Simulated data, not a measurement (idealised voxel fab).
process module | voxel ribs on slabs
cross-section cut | 265 nm wide | cells 5 nm
A cross-section is a grid of square cells, given in bands from the top down. A band is one or more rows of cells.
Each band's line starts with the height of the band's top and of its bottom, in nm. Then come its materials from left to right, each with its width in nm. One material with "throughout" fills the band from edge to edge. "air" is empty space.
Height 0 is the level under which the wafer as received is all one material. The lowest band goes on downwards, as in "0 down".
A width such as "30 to 40" changes by the same amount from each row of cells to the next, from the band's top row to its bottom row.
"no change" after a step means that no cell of the cross-section changed.
closed voids: empty space of 8 cells or more with no open way to the top, each as width x height at its distance from the left edge, in nm
after a step's settings: what the simulator itself notes on the step
overlay nm, on a step with a mask: how far to the right of its planned place the mask lay; to the left if negative
plan
1 op RECEIVE | material Si
2 op DIRECTIONAL_DEP | material SiO2 | thk nm 30
3 op DIRECTIONAL_DEP | material polySi | thk nm 20
4 op DIRECTIONAL_DEP | material aC | thk nm 10
5 op PATTERN | tone cover | mask id RIB | material resist | width nm 25 | thk nm 25 | overlay nm 0
6 op DIRECTIONAL_ETCH | etch materials aC | depth nm 10
7 op STRIP | etch materials resist
8 op DIRECTIONAL_ETCH | etch materials polySi | depth nm 10
9 op STRIP | etch materials aC
10 op MASKED_ETCH | tone cover | mask id SLAB | width nm 85 | etch materials polySi | depth nm 10 | overlay nm 0
11 op FILL_DEP | material SiO2 | thk nm 30
12 op CMP | height nm 70
13 op DIRECTIONAL_DEP | material TiN | thk nm 5
14 op DIRECTIONAL_DEP | material aC | thk nm 10
15 op PATTERN | tone cover | mask id HEATER | material resist | width nm 35 | thk nm 30 | overlay nm 0
16 op DIRECTIONAL_ETCH | etch materials aC | depth nm 10
17 op STRIP | etch materials resist
18 op DIRECTIONAL_ETCH | etch materials TiN | depth nm 5
19 op STRIP | etch materials aC
20 op CONFORMAL_DEP | material SiN | thk nm 5
first wafer, as planned
as received, after step 1
  0 down: Si throughout
  closed voids: none
after step 2
  30 to 0: SiO2 throughout
  below 0: unchanged
after step 3
  50 to 30: polySi throughout
  below 30: unchanged
after step 4
  60 to 50: aC throughout
  below 50: unchanged
after step 5
  85 to 60: air 120 | resist 25 | air 120
  below 60: unchanged
after step 6
  75 to 60: air 120 | resist 25 | air 120
  60 to 50: air 120 | aC 25 | air 120
  below 50: unchanged
after step 7
  60 to 50: air 120 | aC 25 | air 120
  below 50: unchanged
after step 8
  60 to 50: air 120 | aC 25 | air 120
  50 to 40: air 120 | polySi 25 | air 120
  below 40: unchanged
after step 9
  50 to 40: air 120 | polySi 25 | air 120
  below 40: unchanged
after step 10
  50 to 40: air 120 | polySi 25 | air 120
  40 to 30: air 90 | polySi 85 | air 90
  below 30: unchanged
after step 11
  80 to 50: SiO2 throughout
  50 to 40: SiO2 120 | polySi 25 | SiO2 120
  40 to 30: SiO2 90 | polySi 85 | SiO2 90
  below 30: unchanged
after step 12
  70 to 50: SiO2 throughout
  below 50: unchanged
after step 13
  75 to 70: TiN throughout
  below 70: unchanged
after step 14
  85 to 75: aC throughout
  below 75: unchanged
after step 15
  115 to 85: air 115 | resist 35 | air 115
  below 85: unchanged
after step 16
  105 to 85: air 115 | resist 35 | air 115
  85 to 75: air 115 | aC 35 | air 115
  below 75: unchanged
after step 17
  85 to 75: air 115 | aC 35 | air 115
  below 75: unchanged
after step 18
  85 to 75: air 115 | aC 35 | air 115
  75 to 70: air 115 | TiN 35 | air 115
  below 70: unchanged
after step 19
  75 to 70: air 115 | TiN 35 | air 115
  below 70: unchanged
after step 20
  80 to 75: air 110 | SiN 45 | air 110
  75 to 70: SiN 115 | TiN 35 | SiN 115
  below 70: unchanged
second wafer: like start, like plan, one mistake. Through step 2 it matches the first wafer
when step 3 should have ended
  70 to 30: polySi throughout
  below 30: unchanged
when step 4 should have ended
  80 to 70: aC throughout
  below 70: unchanged
when step 5 should have ended
  105 to 80: air 120 | resist 25 | air 120
  below 80: unchanged
when step 6 should have ended
  95 to 80: air 120 | resist 25 | air 120
  80 to 70: air 120 | aC 25 | air 120
  below 70: unchanged
when step 7 should have ended
  80 to 70: air 120 | aC 25 | air 120
  below 70: unchanged
when step 8 should have ended
  80 to 70: air 120 | aC 25 | air 120
  70 to 60: air 120 | polySi 25 | air 120
  below 60: unchanged
when step 9 should have ended
  70 to 60: air 120 | polySi 25 | air 120
  below 60: unchanged
when step 10 should have ended
  70 to 60: air 120 | polySi 25 | air 120
  60 to 50: air 90 | polySi 85 | air 90
  below 50: unchanged
when step 11 should have ended
  100 to 70: SiO2 throughout
  70 to 60: SiO2 120 | polySi 25 | SiO2 120
  60 to 50: SiO2 90 | polySi 85 | SiO2 90
  below 50: unchanged
when step 12 should have ended
  70 to 60: SiO2 120 | polySi 25 | SiO2 120
  below 60: unchanged
when step 13 should have ended
  75 to 70: TiN throughout
  below 70: unchanged
when step 14 should have ended
  85 to 75: aC throughout
  below 75: unchanged
when step 15 should have ended
  115 to 85: air 115 | resist 35 | air 115
  below 85: unchanged
when step 16 should have ended
  105 to 85: air 115 | resist 35 | air 115
  85 to 75: air 115 | aC 35 | air 115
  below 75: unchanged
when step 17 should have ended
  85 to 75: air 115 | aC 35 | air 115
  below 75: unchanged
when step 18 should have ended
  85 to 75: air 115 | aC 35 | air 115
  75 to 70: air 115 | TiN 35 | air 115
  below 70: unchanged
when step 19 should have ended
  75 to 70: air 115 | TiN 35 | air 115
  below 70: unchanged
when step 20 should have ended
  80 to 75: air 110 | SiN 45 | air 110
  75 to 70: SiN 115 | TiN 35 | SiN 115
  below 70: unchanged
what went wrong: step 3 was run twice
at the end the second wafer has, in cells: 212 fewer of SiO2 | 212 more of polySi
